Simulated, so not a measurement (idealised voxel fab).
The process module presented herein is designated voxel quadruple lines.
Cross-section cut spans 285 nm and uses square cells 5 nm in size.
Cross-section = grid of square cells, listed top down in bands; band = one or more rows. Heights first: top, then bottom, in nm. Then materials, left to right, each with a width in nm. "everywhere" on a single material: fills the band edge to edge. "empty": empty space. Counting heights begins at 0, where everything beneath is, in the wafer as received, one material. The lowest band has no bottom; it goes on downwards, as "0 down" shows. A two-number width, for instance "30 to 40", indicates that the width is equal to the first number in the top row of the band and to the second number in the bottom row, and that it changes by a constant amount per row of cells. It should be understood that the words "remained the same", when stated for a given step, signify that the cross-section underwent no change in any of its cells during that step. Look at "Fully closed voids" for the closed voids: empty spaces with no open path to the top, sized 8 cells or up. Each is width x height at distance, distance from the left edge, all nm. Step line, after settings: the simulator's comment on this step. Each step line may optionally specify "overlay nm", which for a step with a mask gives the rightward distance between the mask's planned place and where it lay, a negative value indicating the leftward direction.

# These are the steps we planned for the process
| 1 | RECEIVE | material Si |
| 2 | CONFORMAL_DEP | material Al2O3 | thk nm 10 |
| 3 | DIRECTIONAL_DEP | material W | thk nm 10 |
| 4 | DIRECTIONAL_DEP | material polySi | thk nm 20 |
| 5 | DIRECTIONAL_DEP | material aC | thk nm 25 |
| 6 | PATTERN | tone cover | mask id MANDREL | material resist | width nm 30 | pitch nm 80 | thk nm 35 | overlay nm 0 |
| 7 | DIRECTIONAL_ETCH | etch materials aC | depth nm 25 |
| 8 | STRIP | etch materials resist |
| 9 | CONFORMAL_DEP | material SiO2 | thk nm 10 |
| 10 | DIRECTIONAL_ETCH | etch materials SiO2 | depth nm 10 |
| 11 | STRIP | etch materials aC |
| 12 | DIRECTIONAL_ETCH | etch materials polySi | depth nm 20 |
| 13 | STRIP | etch materials SiO2 |
| 14 | CONFORMAL_DEP | material SiCN | thk nm 10 |
| 15 | DIRECTIONAL_ETCH | etch materials SiCN | depth nm 10 |
| 16 | STRIP | etch materials polySi |
| 17 | DIRECTIONAL_ETCH | etch materials W | depth nm 10 |
| 18 | STRIP | etch materials SiCN |

# Cross-section of the wafer upon arrival, representing the state reached after step 1
	0 down  Si everywhere
	Fully closed voids: none

# Starting wafer: above. Plan: above. Run: one mistake. Cross-section after the module: below
	65 to 40  Al2O3 everywhere
	40 to 20  polySi everywhere
	20 to 10  W everywhere
	10 to 0  Al2O3 everywhere
	0 down  Si everywhere
	Fully closed voids: none
It is concluded that the wafer was processed incorrectly with respect to the plan, in that note that step 5 departed from the planned setting and was carried out as DIRECTIONAL_DEP | material Al2O3 | thk nm 25
